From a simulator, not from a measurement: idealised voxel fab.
The following process module bears the name voxel trench capacitor.
It is cross-section cut that appears here, measuring 205 nm in width, its square cells being 5 nm in size.
The cross-sections in this document take the form of a grid made of square cells. They are written out as bands, in order from top to bottom. Each band consists of one or more rows of cells. What a band's entry tells you: where the top is and where the bottom is, as heights in nm, and after that what lies inside, material by material from left to right, each with its width in nm. Empty space is written as the word "air", and a single material marked with the word "all across" occupies the band from edge to edge. Measure heights from 0. That's the level where, below it, the as-received wafer is all one material. The lowest band is bottomless and extends downward; write it as in "0 nm and below". Think of "30..40" as a width that walks from the first number to the second as you go down the band, top row to bottom row, taking equal-sized steps from row to row. Take "no change" at face value: in the step it is given for, the cross-section changed in none of its cells. Reported under the label "Closed cavities" are the empty spaces having no open way to the top and comprising 8 cells or more; the notation for each is width x height at distance, in which the distance is measured from the left edge and all three values are in nm. If you see something after the settings on a step's line, that's the simulator's own remark about that step. You can add "overlay nm" to a step's line. For a step with a mask, it describes how far the mask lay to the right of its planned position, and a negative number describes a lay to the left. What follows is a series of pairs. Each pair shows a cross-section before one process step and the cross-section after it, and the after view is drawn only down to the lowest band that changed. Beneath each pair is the step that lies between the two, with its settings. Pairs may come from different runs of this module on the same starting wafer, so a pair continues from the one above it only where its entry headed "Pre-step profile" says so.
Pre-step profile:
	0 nm and below: Si all across
	Closed cavities: none
Post-Step Cross-Section:
	10 nm to 0 nm: SiN all across
	For the remainder of the cross-section, below 0, there is no change.
	Closed cavities: none
Transition step, before and after shown above: CONFORMAL_DEP: material SiN, thk nm 10
Pre-step profile: The initial state for this step is given by the after cross-section of the immediately preceding pair.
Post-Step Cross-Section:
	20 nm to 10 nm: aC all across
	For the remainder of the cross-section, below 10, there is no change.
	Closed cavities: none
Transition step, before and after shown above: DIRECTIONAL_DEP: material aC, thk nm 10
Pre-step profile: The initial state for this step is given by the after cross-section of the immediately preceding pair.
Post-Step Cross-Section:
	45 nm to 20 nm: 50 resist, then 15 air, then 30 resist, then 15 air, then 30 resist, then 15 air, then 50 resist
	For the remainder of the cross-section, below 20, there is no change.
	Closed cavities: none
Transition step, before and after shown above: PATTERN: tone open, mask id TRENCH, material resist, width nm 15, pitch nm 45, thk nm 25, overlay nm 0
Pre-step profile: The initial state for this step is given by the after cross-section of the immediately preceding pair.
Post-Step Cross-Section:
	35 nm to 20 nm: 50 resist, then 15 air, then 30 resist, then 15 air, then 30 resist, then 15 air, then 50 resist
	20 nm to 10 nm: 50 aC, then 15 air, then 30 aC, then 15 air, then 30 aC, then 15 air, then 50 aC
	For the remainder of the cross-section, below 10, there is no change.
	Closed cavities: none
Transition step, before and after shown above: DIRECTIONAL_ETCH: etch materials aC, depth nm 10
Pre-step profile: The initial state for this step is given by the after cross-section of the immediately preceding pair.
Post-Step Cross-Section:
	20 nm to 10 nm: 50 aC, then 15 air, then 30 aC, then 15 air, then 30 aC, then 15 air, then 50 aC
	For the remainder of the cross-section, below 10, there is no change.
	Closed cavities: none
Transition step, before and after shown above: STRIP: etch materials resist
Pre-step profile: The initial state for this step is given by the after cross-section of the immediately preceding pair.
Post-Step Cross-Section:
	20 nm to 10 nm: 50 aC, then 15 air, then 30 aC, then 15 air, then 30 aC, then 15 air, then 50 aC
	10 nm to 0 nm: 50 SiN, then 15 air, then 30 SiN, then 15 air, then 30 SiN, then 15 air, then 50 SiN
	For the remainder of the cross-section, below 0, there is no change.
	Closed cavities: none
Transition step, before and after shown above: DIRECTIONAL_ETCH: etch materials SiN, depth nm 10
Pre-step profile: The initial state for this step is given by the after cross-section of the immediately preceding pair.
Post-Step Cross-Section:
	20 nm to 10 nm: 50 aC, then 15 air, then 30 aC, then 15 air, then 30 aC, then 15 air, then 50 aC
	10 nm to 0 nm: 50 SiN, then 15 air, then 30 SiN, then 15 air, then 30 SiN, then 15 air, then 50 SiN
	0 nm to -40 nm: 50 Si, then 15 air, then 30 Si, then 15 air, then 30 Si, then 15 air, then 50 Si
	For the remainder of the cross-section, below -40, there is no change.
	Closed cavities: none
Transition step, before and after shown above: DIRECTIONAL_ETCH: etch materials Si, depth nm 40
Pre-step profile: The initial state for this step is given by the after cross-section of the immediately preceding pair.
Post-Step Cross-Section:
	10 nm to 0 nm: 50 SiN, then 15 air, then 30 SiN, then 15 air, then 30 SiN, then 15 air, then 50 SiN
	For the remainder of the cross-section, below 0, there is no change.
	Closed cavities: none
Transition step, before and after shown above: STRIP: etch materials aC
Pre-step profile: The initial state for this step is given by the after cross-section of the immediately preceding pair.
Post-Step Cross-Section:
	15 nm to 10 nm: 55 Al2O3, then 5 air, then 40 Al2O3, then 5 air, then 40 Al2O3, then 5 air, then 55 Al2O3
	10 nm to 0 nm: 50 SiN, then 5 Al2O3, then 5 air, then 5 Al2O3, then 30 SiN, then 5 Al2O3, then 5 air, then 5 Al2O3, then 30 SiN, then 5 Al2O3, then 5 air, then 5 Al2O3, then 50 SiN
	0 nm to -35 nm: 50 Si, then 5 Al2O3, then 5 air, then 5 Al2O3, then 30 Si, then 5 Al2O3, then 5 air, then 5 Al2O3, then 30 Si, then 5 Al2O3, then 5 air, then 5 Al2O3, then 50 Si
	-35 nm to -40 nm: 50 Si, then 15 Al2O3, then 30 Si, then 15 Al2O3, then 30 Si, then 15 Al2O3, then 50 Si
	For the remainder of the cross-section, below -40, there is no change.
	Closed cavities: none
Transition step, before and after shown above: CONFORMAL_DEP: material Al2O3, thk nm 5
Pre-step profile: The initial state for this step is given by the after cross-section of the immediately preceding pair.
Post-Step Cross-Section:
	20 nm to 15 nm: polySi all across
	15 nm to 10 nm: 55 Al2O3, then 5 polySi, then 40 Al2O3, then 5 polySi, then 40 Al2O3, then 5 polySi, then 55 Al2O3
	10 nm to 0 nm: 50 SiN, then 5 Al2O3, then 5 polySi, then 5 Al2O3, then 30 SiN, then 5 Al2O3, then 5 polySi, then 5 Al2O3, then 30 SiN, then 5 Al2O3, then 5 polySi, then 5 Al2O3, then 50 SiN
	0 nm to -35 nm: 50 Si, then 5 Al2O3, then 5 polySi, then 5 Al2O3, then 30 Si, then 5 Al2O3, then 5 polySi, then 5 Al2O3, then 30 Si, then 5 Al2O3, then 5 polySi, then 5 Al2O3, then 50 Si
	For the remainder of the cross-section, below -35, there is no change.
	Closed cavities: none
Transition step, before and after shown above: FILL_DEP: material polySi, thk nm 5
Pre-step profile: The initial state for this step is given by the after cross-section of the immediately preceding pair.
Post-Step Cross-Section:
	10 nm to 0 nm: 50 SiN, then 5 Al2O3, then 5 polySi, then 5 Al2O3, then 30 SiN, then 5 Al2O3, then 5 polySi, then 5 Al2O3, then 30 SiN, then 5 Al2O3, then 5 polySi, then 5 Al2O3, then 50 SiN
	For the remainder of the cross-section, below 0, there is no change.
	Closed cavities: none
Transition step, before and after shown above: CMP: height nm 10
Pre-step profile:
	20 nm to 10 nm: 50 aC, then 15 air, then 30 aC, then 15 air, then 30 aC, then 15 air, then 50 aC
	10 nm to 0 nm: 50 SiN, then 15 air, then 30 SiN, then 15 air, then 30 SiN, then 15 air, then 50 SiN
	0 nm to -40 nm: 50 Si, then 15 air, then 30 Si, then 15 air, then 30 Si, then 15 air, then 50 Si
	-40 nm and below: Si all across
	Closed cavities: none
Post-Step Cross-Section:
	25 nm to 20 nm: 55 Al2O3, then 5 air, then 40 Al2O3, then 5 air, then 40 Al2O3, then 5 air, then 55 Al2O3
	20 nm to 10 nm: 50 aC, then 5 Al2O3, then 5 air, then 5 Al2O3, then 30 aC, then 5 Al2O3, then 5 air, then 5 Al2O3, then 30 aC, then 5 Al2O3, then 5 air, then 5 Al2O3, then 50 aC
	10 nm to 0 nm: 50 SiN, then 5 Al2O3, then 5 air, then 5 Al2O3, then 30 SiN, then 5 Al2O3, then 5 air, then 5 Al2O3, then 30 SiN, then 5 Al2O3, then 5 air, then 5 Al2O3, then 50 SiN
	0 nm to -35 nm: 50 Si, then 5 Al2O3, then 5 air, then 5 Al2O3, then 30 Si, then 5 Al2O3, then 5 air, then 5 Al2O3, then 30 Si, then 5 Al2O3, then 5 air, then 5 Al2O3, then 50 Si
	-35 nm to -40 nm: 50 Si, then 15 Al2O3, then 30 Si, then 15 Al2O3, then 30 Si, then 15 Al2O3, then 50 Si
	For the remainder of the cross-section, below -40, there is no change.
	Closed cavities: none
Transition step, before and after shown above: CONFORMAL_DEP: material Al2O3, thk nm 5
Pre-step profile: The initial state for this step is given by the after cross-section of the immediately preceding pair.
Post-Step Cross-Section:
	30 nm to 25 nm: polySi all across
	25 nm to 20 nm: 55 Al2O3, then 5 polySi, then 40 Al2O3, then 5 polySi, then 40 Al2O3, then 5 polySi, then 55 Al2O3
	20 nm to 10 nm: 50 aC, then 5 Al2O3, then 5 polySi, then 5 Al2O3, then 30 aC, then 5 Al2O3, then 5 polySi, then 5 Al2O3, then 30 aC, then 5 Al2O3, then 5 polySi, then 5 Al2O3, then 50 aC
	10 nm to 0 nm: 50 SiN, then 5 Al2O3, then 5 polySi, then 5 Al2O3, then 30 SiN, then 5 Al2O3, then 5 polySi, then 5 Al2O3, then 30 SiN, then 5 Al2O3, then 5 polySi, then 5 Al2O3, then 50 SiN
	0 nm to -35 nm: 50 Si, then 5 Al2O3, then 5 polySi, then 5 Al2O3, then 30 Si, then 5 Al2O3, then 5 polySi, then 5 Al2O3, then 30 Si, then 5 Al2O3, then 5 polySi, then 5 Al2O3, then 50 Si
	For the remainder of the cross-section, below -35, there is no change.
	Closed cavities: none
Transition step, before and after shown above: FILL_DEP: material polySi, thk nm 5
Pre-step profile: The initial state for this step is given by the after cross-section of the immediately preceding pair.
Post-Step Cross-Section:
	10 nm to 0 nm: 50 SiN, then 5 Al2O3, then 5 polySi, then 5 Al2O3, then 30 SiN, then 5 Al2O3, then 5 polySi, then 5 Al2O3, then 30 SiN, then 5 Al2O3, then 5 polySi, then 5 Al2O3, then 50 SiN
	For the remainder of the cross-section, below 0, there is no change.
	Closed cavities: none
Transition step, before and after shown above: CMP: height nm 10
Pre-step profile:
	20 nm to 15 nm: polySi all across
	15 nm to 10 nm: 55 Al2O3, then 5 polySi, then 40 Al2O3, then 5 polySi, then 40 Al2O3, then 5 polySi, then 55 Al2O3
	10 nm to 0 nm: 50 SiN, then 5 Al2O3, then 5 polySi, then 5 Al2O3, then 30 SiN, then 5 Al2O3, then 5 polySi, then 5 Al2O3, then 30 SiN, then 5 Al2O3, then 5 polySi, then 5 Al2O3, then 50 SiN
	0 nm to -35 nm: 50 Si, then 5 Al2O3, then 5 polySi, then 5 Al2O3, then 30 Si, then 5 Al2O3, then 5 polySi, then 5 Al2O3, then 30 Si, then 5 Al2O3, then 5 polySi, then 5 Al2O3, then 50 Si
	-35 nm to -40 nm: 50 Si, then 15 Al2O3, then 30 Si, then 15 Al2O3, then 30 Si, then 15 Al2O3, then 50 Si
	-40 nm and below: Si all across
	Closed cavities: none
Post-Step Cross-Section:
	25 nm to 15 nm: polySi all across
	For the remainder of the cross-section, below 15, there is no change.
	Closed cavities: none
Transition step, before and after shown above: FILL_DEP: material polySi, thk nm 5
Pre-step profile: The initial state for this step is given by the after cross-section of the immediately preceding pair.
Post-Step Cross-Section:
	10 nm to 0 nm: 50 SiN, then 5 Al2O3, then 5 polySi, then 5 Al2O3, then 30 SiN, then 5 Al2O3, then 5 polySi, then 5 Al2O3, then 30 SiN, then 5 Al2O3, then 5 polySi, then 5 Al2O3, then 50 SiN
	For the remainder of the cross-section, below 0, there is no change.
	Closed cavities: none
Transition step, before and after shown above: CMP: height nm 10
Pre-step profile:
	35 nm to 20 nm: 50 resist, then 15 air, then 30 resist, then 15 air, then 30 resist, then 15 air, then 50 resist
	20 nm to 10 nm: 50 aC, then 15 air, then 30 aC, then 15 air, then 30 aC, then 15 air, then 50 aC
	10 nm to 0 nm: SiN all across
	0 nm and below: Si all across
	Closed cavities: none
Post-Step Cross-Section:
	35 nm to 20 nm: 50 resist, then 15 air, then 30 resist, then 15 air, then 30 resist, then 15 air, then 50 resist
	20 nm to 10 nm: 50 aC, then 15 air, then 30 aC, then 15 air, then 30 aC, then 15 air, then 50 aC
	10 nm to 0 nm: 50 SiN, then 15 air, then 30 SiN, then 15 air, then 30 SiN, then 15 air, then 50 SiN
	For the remainder of the cross-section, below 0, there is no change.
	Closed cavities: none
Transition step, before and after shown above: DIRECTIONAL_ETCH: etch materials SiN, depth nm 10
Pre-step profile: The initial state for this step is given by the after cross-section of the immediately preceding pair.
Post-Step Cross-Section:
	20 nm to 10 nm: 50 aC, then 15 air, then 30 aC, then 15 air, then 30 aC, then 15 air, then 50 aC
	For the remainder of the cross-section, below 10, there is no change.
	Closed cavities: none
Transition step, before and after shown above: STRIP: etch materials resist
Pre-step profile: The initial state for this step is given by the after cross-section of the immediately preceding pair.
Post-Step Cross-Section:
	20 nm to 10 nm: 50 aC, then 15 air, then 30 aC, then 15 air, then 30 aC, then 15 air, then 50 aC
	10 nm to 0 nm: 50 SiN, then 15 air, then 30 SiN, then 15 air, then 30 SiN, then 15 air, then 50 SiN
	0 nm to -50 nm: 50 Si, then 15 air, then 30 Si, then 15 air, then 30 Si, then 15 air, then 50 Si
	For the remainder of the cross-section, below -50, there is no change.
	Closed cavities: none
Transition step, before and after shown above: DIRECTIONAL_ETCH: etch materials Si, depth nm 50
Pre-step profile: The initial state for this step is given by the after cross-section of the immediately preceding pair.
Post-Step Cross-Section:
	10 nm to 0 nm: 50 SiN, then 15 air, then 30 SiN, then 15 air, then 30 SiN, then 15 air, then 50 SiN
	For the remainder of the cross-section, below 0, there is no change.
	Closed cavities: none
Transition step, before and after shown above: STRIP: etch materials aC
Pre-step profile: The initial state for this step is given by the after cross-section of the immediately preceding pair.
Post-Step Cross-Section:
	15 nm to 10 nm: 55 Al2O3, then 5 air, then 40 Al2O3, then 5 air, then 40 Al2O3, then 5 air, then 55 Al2O3
	10 nm to 0 nm: 50 SiN, then 5 Al2O3, then 5 air, then 5 Al2O3, then 30 SiN, then 5 Al2O3, then 5 air, then 5 Al2O3, then 30 SiN, then 5 Al2O3, then 5 air, then 5 Al2O3, then 50 SiN
	0 nm to -45 nm: 50 Si, then 5 Al2O3, then 5 air, then 5 Al2O3, then 30 Si, then 5 Al2O3, then 5 air, then 5 Al2O3, then 30 Si, then 5 Al2O3, then 5 air, then 5 Al2O3, then 50 Si
	-45 nm to -50 nm: 50 Si, then 15 Al2O3, then 30 Si, then 15 Al2O3, then 30 Si, then 15 Al2O3, then 50 Si
	For the remainder of the cross-section, below -50, there is no change.
	Closed cavities: none
Transition step, before and after shown above: CONFORMAL_DEP: material Al2O3, thk nm 5
Pre-step profile: The initial state for this step is given by the after cross-section of the immediately preceding pair.
Post-Step Cross-Section:
	20 nm to 15 nm: polySi all across
	15 nm to 10 nm: 55 Al2O3, then 5 polySi, then 40 Al2O3, then 5 polySi, then 40 Al2O3, then 5 polySi, then 55 Al2O3
	10 nm to 0 nm: 50 SiN, then 5 Al2O3, then 5 polySi, then 5 Al2O3, then 30 SiN, then 5 Al2O3, then 5 polySi, then 5 Al2O3, then 30 SiN, then 5 Al2O3, then 5 polySi, then 5 Al2O3, then 50 SiN
	0 nm to -45 nm: 50 Si, then 5 Al2O3, then 5 polySi, then 5 Al2O3, then 30 Si, then 5 Al2O3, then 5 polySi, then 5 Al2O3, then 30 Si, then 5 Al2O3, then 5 polySi, then 5 Al2O3, then 50 Si
	For the remainder of the cross-section, below -45, there is no change.
	Closed cavities: none
Transition step, before and after shown above: FILL_DEP: material polySi, thk nm 5
Pre-step profile: The initial state for this step is given by the after cross-section of the immediately preceding pair.
Post-Step Cross-Section:
	10 nm to 0 nm: 50 SiN, then 5 Al2O3, then 5 polySi, then 5 Al2O3, then 30 SiN, then 5 Al2O3, then 5 polySi, then 5 Al2O3, then 30 SiN, then 5 Al2O3, then 5 polySi, then 5 Al2O3, then 50 SiN
	For the remainder of the cross-section, below 0, there is no change.
	Closed cavities: none
Transition step, before and after shown above: CMP: height nm 10
Pre-step profile:
	20 nm to 10 nm: aC all across
	10 nm to 0 nm: SiN all across
	0 nm and below: Si all across
	Closed cavities: none
Post-Step Cross-Section:
	45 nm to 20 nm: 45 resist, then 25 air, then 20 resist, then 25 air, then 20 resist, then 25 air, then 45 resist
	For the remainder of the cross-section, below 20, there is no change.
	Closed cavities: none
Transition step, before and after shown above: PATTERN: tone open, mask id TRENCH, material resist, width nm 25, pitch nm 45, thk nm 25, overlay nm 0
Pre-step profile: The initial state for this step is given by the after cross-section of the immediately preceding pair.
Post-Step Cross-Section:
	35 nm to 20 nm: 45 resist, then 25 air, then 20 resist, then 25 air, then 20 resist, then 25 air, then 45 resist
	20 nm to 10 nm: 45 aC, then 25 air, then 20 aC, then 25 air, then 20 aC, then 25 air, then 45 aC
	For the remainder of the cross-section, below 10, there is no change.
	Closed cavities: none
Transition step, before and after shown above: DIRECTIONAL_ETCH: etch materials aC, depth nm 10
Pre-step profile: The initial state for this step is given by the after cross-section of the immediately preceding pair.
Post-Step Cross-Section:
	20 nm to 10 nm: 45 aC, then 25 air, then 20 aC, then 25 air, then 20 aC, then 25 air, then 45 aC
	For the remainder of the cross-section, below 10, there is no change.
	Closed cavities: none
Transition step, before and after shown above: STRIP: etch materials resist
Pre-step profile: The initial state for this step is given by the after cross-section of the immediately preceding pair.
Post-Step Cross-Section:
	20 nm to 10 nm: 45 aC, then 25 air, then 20 aC, then 25 air, then 20 aC, then 25 air, then 45 aC
	10 nm to 0 nm: 45 SiN, then 25 air, then 20 SiN, then 25 air, then 20 SiN, then 25 air, then 45 SiN
	For the remainder of the cross-section, below 0, there is no change.
	Closed cavities: none
Transition step, before and after shown above: DIRECTIONAL_ETCH: etch materials SiN, depth nm 10
Pre-step profile: The initial state for this step is given by the after cross-section of the immediately preceding pair.
Post-Step Cross-Section:
	20 nm to 10 nm: 45 aC, then 25 air, then 20 aC, then 25 air, then 20 aC, then 25 air, then 45 aC
	10 nm to 0 nm: 45 SiN, then 25 air, then 20 SiN, then 25 air, then 20 SiN, then 25 air, then 45 SiN
	0 nm to -40 nm: 45 Si, then 25 air, then 20 Si, then 25 air, then 20 Si, then 25 air, then 45 Si
	For the remainder of the cross-section, below -40, there is no change.
	Closed cavities: none
Transition step, before and after shown above: DIRECTIONAL_ETCH: etch materials Si, depth nm 40
Pre-step profile: The initial state for this step is given by the after cross-section of the immediately preceding pair.
Post-Step Cross-Section:
	10 nm to 0 nm: 45 SiN, then 25 air, then 20 SiN, then 25 air, then 20 SiN, then 25 air, then 45 SiN
	For the remainder of the cross-section, below 0, there is no change.
	Closed cavities: none
Transition step, before and after shown above: STRIP: etch materials aC
Pre-step profile: The initial state for this step is given by the after cross-section of the immediately preceding pair.
Post-Step Cross-Section:
	15 nm to 10 nm: 50 Al2O3, then 15 air, then 30 Al2O3, then 15 air, then 30 Al2O3, then 15 air, then 50 Al2O3
	10 nm to 0 nm: 45 SiN, then 5 Al2O3, then 15 air, then 5 Al2O3, then 20 SiN, then 5 Al2O3, then 15 air, then 5 Al2O3, then 20 SiN, then 5 Al2O3, then 15 air, then 5 Al2O3, then 45 SiN
	0 nm to -35 nm: 45 Si, then 5 Al2O3, then 15 air, then 5 Al2O3, then 20 Si, then 5 Al2O3, then 15 air, then 5 Al2O3, then 20 Si, then 5 Al2O3, then 15 air, then 5 Al2O3, then 45 Si
	-35 nm to -40 nm: 45 Si, then 25 Al2O3, then 20 Si, then 25 Al2O3, then 20 Si, then 25 Al2O3, then 45 Si
	For the remainder of the cross-section, below -40, there is no change.
	Closed cavities: none
Transition step, before and after shown above: CONFORMAL_DEP: material Al2O3, thk nm 5
Pre-step profile: The initial state for this step is given by the after cross-section of the immediately preceding pair.
Post-Step Cross-Section:
	20 nm to 15 nm: polySi all across
	15 nm to 10 nm: 50 Al2O3, then 15 polySi, then 30 Al2O3, then 15 polySi, then 30 Al2O3, then 15 polySi, then 50 Al2O3
	10 nm to 0 nm: 45 SiN, then 5 Al2O3, then 15 polySi, then 5 Al2O3, then 20 SiN, then 5 Al2O3, then 15 polySi, then 5 Al2O3, then 20 SiN, then 5 Al2O3, then 15 polySi, then 5 Al2O3, then 45 SiN
	0 nm to -35 nm: 45 Si, then 5 Al2O3, then 15 polySi, then 5 Al2O3, then 20 Si, then 5 Al2O3, then 15 polySi, then 5 Al2O3, then 20 Si, then 5 Al2O3, then 15 polySi, then 5 Al2O3, then 45 Si
	For the remainder of the cross-section, below -35, there is no change.
	Closed cavities: none
Transition step, before and after shown above: FILL_DEP: material polySi, thk nm 5
Pre-step profile: The initial state for this step is given by the after cross-section of the immediately preceding pair.
Post-Step Cross-Section:
	10 nm to 0 nm: 45 SiN, then 5 Al2O3, then 15 polySi, then 5 Al2O3, then 20 SiN, then 5 Al2O3, then 15 polySi, then 5 Al2O3, then 20 SiN, then 5 Al2O3, then 15 polySi, then 5 Al2O3, then 45 SiN
	For the remainder of the cross-section, below 0, there is no change.
	Closed cavities: none
Transition step, before and after shown above: CMP: height nm 10
Pre-step profile:
	20 nm to 10 nm: aC all across
	10 nm to 0 nm: SiN all across
	0 nm and below: Si all across
	Closed cavities: none
Post-Step Cross-Section:
	45 nm to 20 nm: 55 resist, then 15 air, then 30 resist, then 15 air, then 30 resist, then 15 air, then 45 resist
	For the remainder of the cross-section, below 20, there is no change.
	Closed cavities: none
Transition step, before and after shown above: PATTERN: tone open, mask id TRENCH, material resist, width nm 15, pitch nm 45, thk nm 25, overlay nm 5
Pre-step profile: The initial state for this step is given by the after cross-section of the immediately preceding pair.
Post-Step Cross-Section:
	35 nm to 20 nm: 55 resist, then 15 air, then 30 resist, then 15 air, then 30 resist, then 15 air, then 45 resist
	20 nm to 10 nm: 55 aC, then 15 air, then 30 aC, then 15 air, then 30 aC, then 15 air, then 45 aC
	For the remainder of the cross-section, below 10, there is no change.
	Closed cavities: none
Transition step, before and after shown above: DIRECTIONAL_ETCH: etch materials aC, depth nm 10
Pre-step profile: The initial state for this step is given by the after cross-section of the immediately preceding pair.
Post-Step Cross-Section:
	20 nm to 10 nm: 55 aC, then 15 air, then 30 aC, then 15 air, then 30 aC, then 15 air, then 45 aC
	For the remainder of the cross-section, below 10, there is no change.
	Closed cavities: none
Transition step, before and after shown above: STRIP: etch materials resist
Pre-step profile: The initial state for this step is given by the after cross-section of the immediately preceding pair.
Post-Step Cross-Section:
	20 nm to 10 nm: 55 aC, then 15 air, then 30 aC, then 15 air, then 30 aC, then 15 air, then 45 aC
	10 nm to 0 nm: 55 SiN, then 15 air, then 30 SiN, then 15 air, then 30 SiN, then 15 air, then 45 SiN
	For the remainder of the cross-section, below 0, there is no change.
	Closed cavities: none
Transition step, before and after shown above: DIRECTIONAL_ETCH: etch materials SiN, depth nm 10
Pre-step profile: The initial state for this step is given by the after cross-section of the immediately preceding pair.
Post-Step Cross-Section:
	20 nm to 10 nm: 55 aC, then 15 air, then 30 aC, then 15 air, then 30 aC, then 15 air, then 45 aC
	10 nm to 0 nm: 55 SiN, then 15 air, then 30 SiN, then 15 air, then 30 SiN, then 15 air, then 45 SiN
	0 nm to -40 nm: 55 Si, then 15 air, then 30 Si, then 15 air, then 30 Si, then 15 air, then 45 Si
	For the remainder of the cross-section, below -40, there is no change.
	Closed cavities: none
Transition step, before and after shown above: DIRECTIONAL_ETCH: etch materials Si, depth nm 40
Pre-step profile: The initial state for this step is given by the after cross-section of the immediately preceding pair.
Post-Step Cross-Section:
	10 nm to 0 nm: 55 SiN, then 15 air, then 30 SiN, then 15 air, then 30 SiN, then 15 air, then 45 SiN
	For the remainder of the cross-section, below 0, there is no change.
	Closed cavities: none
Transition step, before and after shown above: STRIP: etch materials aC
Pre-step profile: The initial state for this step is given by the after cross-section of the immediately preceding pair.
Post-Step Cross-Section:
	15 nm to 10 nm: 60 Al2O3, then 5 air, then 40 Al2O3, then 5 air, then 40 Al2O3, then 5 air, then 50 Al2O3
	10 nm to 0 nm: 55 SiN, then 5 Al2O3, then 5 air, then 5 Al2O3, then 30 SiN, then 5 Al2O3, then 5 air, then 5 Al2O3, then 30 SiN, then 5 Al2O3, then 5 air, then 5 Al2O3, then 45 SiN
	0 nm to -35 nm: 55 Si, then 5 Al2O3, then 5 air, then 5 Al2O3, then 30 Si, then 5 Al2O3, then 5 air, then 5 Al2O3, then 30 Si, then 5 Al2O3, then 5 air, then 5 Al2O3, then 45 Si
	-35 nm to -40 nm: 55 Si, then 15 Al2O3, then 30 Si, then 15 Al2O3, then 30 Si, then 15 Al2O3, then 45 Si
	For the remainder of the cross-section, below -40, there is no change.
	Closed cavities: none
Transition step, before and after shown above: CONFORMAL_DEP: material Al2O3, thk nm 5
Pre-step profile: The initial state for this step is given by the after cross-section of the immediately preceding pair.
Post-Step Cross-Section:
	20 nm to 15 nm: polySi all across
	15 nm to 10 nm: 60 Al2O3, then 5 polySi, then 40 Al2O3, then 5 polySi, then 40 Al2O3, then 5 polySi, then 50 Al2O3
	10 nm to 0 nm: 55 SiN, then 5 Al2O3, then 5 polySi, then 5 Al2O3, then 30 SiN, then 5 Al2O3, then 5 polySi, then 5 Al2O3, then 30 SiN, then 5 Al2O3, then 5 polySi, then 5 Al2O3, then 45 SiN
	0 nm to -35 nm: 55 Si, then 5 Al2O3, then 5 polySi, then 5 Al2O3, then 30 Si, then 5 Al2O3, then 5 polySi, then 5 Al2O3, then 30 Si, then 5 Al2O3, then 5 polySi, then 5 Al2O3, then 45 Si
	For the remainder of the cross-section, below -35, there is no change.
	Closed cavities: none
Transition step, before and after shown above: FILL_DEP: material polySi, thk nm 5
Pre-step profile: The initial state for this step is given by the after cross-section of the immediately preceding pair.
Post-Step Cross-Section:
	10 nm to 0 nm: 55 SiN, then 5 Al2O3, then 5 polySi, then 5 Al2O3, then 30 SiN, then 5 Al2O3, then 5 polySi, then 5 Al2O3, then 30 SiN, then 5 Al2O3, then 5 polySi, then 5 Al2O3, then 45 SiN
	For the remainder of the cross-section, below 0, there is no change.
	Closed cavities: none
Transition step, before and after shown above: CMP: height nm 10
Pre-step profile:
	10 nm to 0 nm: 50 SiN, then 15 air, then 30 SiN, then 15 air, then 30 SiN, then 15 air, then 50 SiN
	0 nm to -40 nm: 50 Si, then 15 air, then 30 Si, then 15 air, then 30 Si, then 15 air, then 50 Si
	-40 nm and below: Si all across
	Closed cavities: none
Post-Step Cross-Section:
	15 nm to 10 nm: 55 aC, then 5 air, then 40 aC, then 5 air, then 40 aC, then 5 air, then 55 aC
	10 nm to 0 nm: 50 SiN, then 5 aC, then 5 air, then 5 aC, then 30 SiN, then 5 aC, then 5 air, then 5 aC, then 30 SiN, then 5 aC, then 5 air, then 5 aC, then 50 SiN
	0 nm to -35 nm: 50 Si, then 5 aC, then 5 air, then 5 aC, then 30 Si, then 5 aC, then 5 air, then 5 aC, then 30 Si, then 5 aC, then 5 air, then 5 aC, then 50 Si
	-35 nm to -40 nm: 50 Si, then 15 aC, then 30 Si, then 15 aC, then 30 Si, then 15 aC, then 50 Si
	For the remainder of the cross-section, below -40, there is no change.
	Closed cavities: none
Transition step, before and after shown above: CONFORMAL_DEP: material aC, thk nm 5
Pre-step profile: The initial state for this step is given by the after cross-section of the immediately preceding pair.
Post-Step Cross-Section:
	20 nm to 15 nm: polySi all across
	15 nm to 10 nm: 55 aC, then 5 polySi, then 40 aC, then 5 polySi, then 40 aC, then 5 polySi, then 55 aC
	10 nm to 0 nm: 50 SiN, then 5 aC, then 5 polySi, then 5 aC, then 30 SiN, then 5 aC, then 5 polySi, then 5 aC, then 30 SiN, then 5 aC, then 5 polySi, then 5 aC, then 50 SiN
	0 nm to -35 nm: 50 Si, then 5 aC, then 5 polySi, then 5 aC, then 30 Si, then 5 aC, then 5 polySi, then 5 aC, then 30 Si, then 5 aC, then 5 polySi, then 5 aC, then 50 Si
	For the remainder of the cross-section, below -35, there is no change.
	Closed cavities: none
Transition step, before and after shown above: FILL_DEP: material polySi, thk nm 5
Pre-step profile: The initial state for this step is given by the after cross-section of the immediately preceding pair.
Post-Step Cross-Section:
	10 nm to 0 nm: 50 SiN, then 5 aC, then 5 polySi, then 5 aC, then 30 SiN, then 5 aC, then 5 polySi, then 5 aC, then 30 SiN, then 5 aC, then 5 polySi, then 5 aC, then 50 SiN
	For the remainder of the cross-section, below 0, there is no change.
	Closed cavities: none
Transition step, before and after shown above: CMP: height nm 10
Pre-step profile:
	20 nm to 10 nm: aC all across
	10 nm to 0 nm: SiN all across
	0 nm and below: Si all across
	Closed cavities: none
Post-Step Cross-Section:
	45 nm to 20 nm: 50 air, then 15 resist, then 30 air, then 15 resist, then 30 air, then 15 resist, then 50 air
	For the remainder of the cross-section, below 20, there is no change.
	Closed cavities: none
Transition step, before and after shown above: PATTERN: tone cover, mask id TRENCH, material resist, width nm 15, pitch nm 45, thk nm 25, overlay nm 0
Pre-step profile: The initial state for this step is given by the after cross-section of the immediately preceding pair.
Post-Step Cross-Section:
	35 nm to 20 nm: 50 air, then 15 resist, then 30 air, then 15 resist, then 30 air, then 15 resist, then 50 air
	20 nm to 10 nm: 50 air, then 15 aC, then 30 air, then 15 aC, then 30 air, then 15 aC, then 50 air
	For the remainder of the cross-section, below 10, there is no change.
	Closed cavities: none
Transition step, before and after shown above: DIRECTIONAL_ETCH: etch materials aC, depth nm 10
Pre-step profile: The initial state for this step is given by the after cross-section of the immediately preceding pair.
Post-Step Cross-Section:
	20 nm to 10 nm: 50 air, then 15 aC, then 30 air, then 15 aC, then 30 air, then 15 aC, then 50 air
	For the remainder of the cross-section, below 10, there is no change.
	Closed cavities: none
Transition step, before and after shown above: STRIP: etch materials resist
Pre-step profile: The initial state for this step is given by the after cross-section of the immediately preceding pair.
Post-Step Cross-Section:
	20 nm to 10 nm: 50 air, then 15 aC, then 30 air, then 15 aC, then 30 air, then 15 aC, then 50 air
	10 nm to 0 nm: 50 air, then 15 SiN, then 30 air, then 15 SiN, then 30 air, then 15 SiN, then 50 air
	For the remainder of the cross-section, below 0, there is no change.
	Closed cavities: none
Transition step, before and after shown above: DIRECTIONAL_ETCH: etch materials SiN, depth nm 10
